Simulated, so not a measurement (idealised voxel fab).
Name of the process module below: voxel ribs on slabs
FYI the section here is cut, 200 nm wide, cells are 5 nm squares.
A cross-section is written here as square cells arranged in a grid, and it is given in bands from the top down, each band taking up one or more rows of cells.
Per band: top height and bottom height in nm, followed by the left-to-right materials and their widths in nm; "full width" marks a single material spanning edge to edge, "empty" marks empty space.
Convention: height 0 is the level below which the wafer, as received, is all one material. The lowest band does not terminate at the bottom but continues downward, represented as "0..down".
The width entry "30->40" should be interpreted row by row: the top row of cells in the band takes the first number, the bottom row takes the second number, and the change between adjacent rows is uniform throughout.
Where the words "everything unchanged" appear for a step, the cross-section shows no cell changed by that step; every cell remained as before.
Entry "Voids, fully enclosed" = empty spaces >= 8 cells with no open way to the top; each as width x height at distance, distance from left edge, all nm.
The remark found on a step's line after its settings is issued by the simulator itself and pertains to that step.
What "overlay nm" on a step's line means: if the step has a mask, that mask lay this far to the right of its planned place, or, when the value is negative, to the left.

## The steps planned for the process are as follows
- 1: RECEIVE | material Si
- 2: DIRECTIONAL_DEP | material SiO2 | thk nm 25
- 3: DIRECTIONAL_DEP | material polySi | thk nm 25
- 4: PATTERN | tone cover | mask id RIB | material resist | width nm 15 | thk nm 15 | overlay nm 0
- 5: DIRECTIONAL_ETCH | etch materials polySi | depth nm 15
- 6: STRIP | etch materials resist
- 7: PATTERN | tone cover | mask id SLAB | material resist | width nm 45 | thk nm 20 | overlay nm 0
- 8: DIRECTIONAL_ETCH | etch materials polySi | depth nm 10
- 9: STRIP | etch materials resist
- 10: FILL_DEP | material SiO2 | thk nm 25
- 11: CMP | height nm 70
- 12: DIRECTIONAL_DEP | material W | thk nm 5
- 13: DIRECTIONAL_DEP | material aC | thk nm 10
- 14: PATTERN | tone cover | mask id HEATER | material resist | width nm 25 | thk nm 25 | overlay nm 0
- 15: DIRECTIONAL_ETCH | etch materials aC | depth nm 10
- 16: STRIP | etch materials resist
- 17: DIRECTIONAL_ETCH | etch materials W | depth nm 5
- 18: STRIP | etch materials aC
- 19: CONFORMAL_DEP | material SiN | thk nm 5

## First wafer of two (run as planned)

## Cross-section of the incoming wafer, state after step 1
    0..down: Si full width
    Voids, fully enclosed: none

## Wafer section view after processing step 2
    25..0: SiO2 full width
    Whatever lies below 0 is exactly as it was before.

## Wafer section view after processing step 3
    50..25: polySi full width
    Whatever lies below 25 is exactly as it was before.

## Wafer section view after processing step 4
    65..50: empty (90) / resist (15) / empty (95)
    Whatever lies below 50 is exactly as it was before.

## Wafer section view after processing step 5
    65..50: empty (90) / resist (15) / empty (95)
    50..35: empty (90) / polySi (15) / empty (95)
    Whatever lies below 35 is exactly as it was before.

## Wafer section view after processing step 6
    50..35: empty (90) / polySi (15) / empty (95)
    Whatever lies below 35 is exactly as it was before.

## Wafer section view after processing step 7
    70..50: empty (75) / resist (45) / empty (80)
    50..35: empty (75) / resist (15) / polySi (15) / resist (15) / empty (80)
    Whatever lies below 35 is exactly as it was before.

## Wafer section view after processing step 8
    70..50: empty (75) / resist (45) / empty (80)
    50..35: empty (75) / resist (15) / polySi (15) / resist (15) / empty (80)
    35..25: empty (75) / polySi (45) / empty (80)
    Whatever lies below 25 is exactly as it was before.

## Wafer section view after processing step 9
    50..35: empty (90) / polySi (15) / empty (95)
    Whatever lies below 35 is exactly as it was before.

## Wafer section view after processing step 10
    75..50: SiO2 full width
    50..35: SiO2 (90) / polySi (15) / SiO2 (95)
    35..25: SiO2 (75) / polySi (45) / SiO2 (80)
    Whatever lies below 25 is exactly as it was before.

## Wafer section view after processing step 11
    70..50: SiO2 full width
    Whatever lies below 50 is exactly as it was before.

## Wafer section view after processing step 12
    75..70: W full width
    Whatever lies below 70 is exactly as it was before.

## Wafer section view after processing step 13
    85..75: aC full width
    Whatever lies below 75 is exactly as it was before.

## Wafer section view after processing step 14
    110..85: empty (85) / resist (25) / empty (90)
    Whatever lies below 85 is exactly as it was before.

## Wafer section view after processing step 15
    100..85: empty (85) / resist (25) / empty (90)
    85..75: empty (85) / aC (25) / empty (90)
    Whatever lies below 75 is exactly as it was before.

## Wafer section view after processing step 16
    85..75: empty (85) / aC (25) / empty (90)
    Whatever lies below 75 is exactly as it was before.

## Wafer section view after processing step 17
    85..75: empty (85) / aC (25) / empty (90)
    75..70: empty (85) / W (25) / empty (90)
    Whatever lies below 70 is exactly as it was before.

## Wafer section view after processing step 18
    75..70: empty (85) / W (25) / empty (90)
    Whatever lies below 70 is exactly as it was before.

## Wafer section view after processing step 19
    80..75: empty (80) / SiN (35) / empty (85)
    75..70: SiN (85) / W (25) / SiN (90)
    Whatever lies below 70 is exactly as it was before.

## Second wafer - shared start and plan with the first - one error in running - same as the first up to step 1 inclusive

## Cross-section, second wafer, at the end time the plan gives for step 2
    25..0: polySi full width
    Whatever lies below 0 is exactly as it was before.

## Cross-section, second wafer, at the end time the plan gives for step 3
    50..25: SiO2 full width
    Whatever lies below 25 is exactly as it was before.

## Cross-section, second wafer, at the end time the plan gives for step 4
    65..50: empty (90) / resist (15) / empty (95)
    Whatever lies below 50 is exactly as it was before.

Cross-section, second wafer, at the end time the plan gives for step 5: everything unchanged

## Cross-section, second wafer, at the end time the plan gives for step 6
    50..25: SiO2 full width
    Whatever lies below 25 is exactly as it was before.

## Cross-section, second wafer, at the end time the plan gives for step 7
    70..50: empty (75) / resist (45) / empty (80)
    Whatever lies below 50 is exactly as it was before.

Cross-section, second wafer, at the end time the plan gives for step 8: everything unchanged

## Cross-section, second wafer, at the end time the plan gives for step 9
    50..25: SiO2 full width
    Whatever lies below 25 is exactly as it was before.

## Cross-section, second wafer, at the end time the plan gives for step 10
    75..25: SiO2 full width
    Whatever lies below 25 is exactly as it was before.

## Cross-section, second wafer, at the end time the plan gives for step 11
    70..25: SiO2 full width
    Whatever lies below 25 is exactly as it was before.

## Cross-section, second wafer, at the end time the plan gives for step 12
    75..70: W full width
    Whatever lies below 70 is exactly as it was before.

## Cross-section, second wafer, at the end time the plan gives for step 13
    85..75: aC full width
    Whatever lies below 75 is exactly as it was before.

## Cross-section, second wafer, at the end time the plan gives for step 14
    110..85: empty (85) / resist (25) / empty (90)
    Whatever lies below 85 is exactly as it was before.

## Cross-section, second wafer, at the end time the plan gives for step 15
    100..85: empty (85) / resist (25) / empty (90)
    85..75: empty (85) / aC (25) / empty (90)
    Whatever lies below 75 is exactly as it was before.

## Cross-section, second wafer, at the end time the plan gives for step 16
    85..75: empty (85) / aC (25) / empty (90)
    Whatever lies below 75 is exactly as it was before.

## Cross-section, second wafer, at the end time the plan gives for step 17
    85..75: empty (85) / aC (25) / empty (90)
    75..70: empty (85) / W (25) / empty (90)
    Whatever lies below 70 is exactly as it was before.

## Cross-section, second wafer, at the end time the plan gives for step 18
    75..70: empty (85) / W (25) / empty (90)
    Whatever lies below 70 is exactly as it was before.

## Cross-section, second wafer, at the end time the plan gives for step 19
    80..75: empty (80) / SiN (35) / empty (85)
    75..70: SiN (85) / W (25) / SiN (90)
    Whatever lies below 70 is exactly as it was before.
What broke from the plan during processing? steps 2 and 3 got flipped, so each one ran where the other should have
at the end the second wafer has, in cells: SiO2: 173 fewer | polySi: 173 more
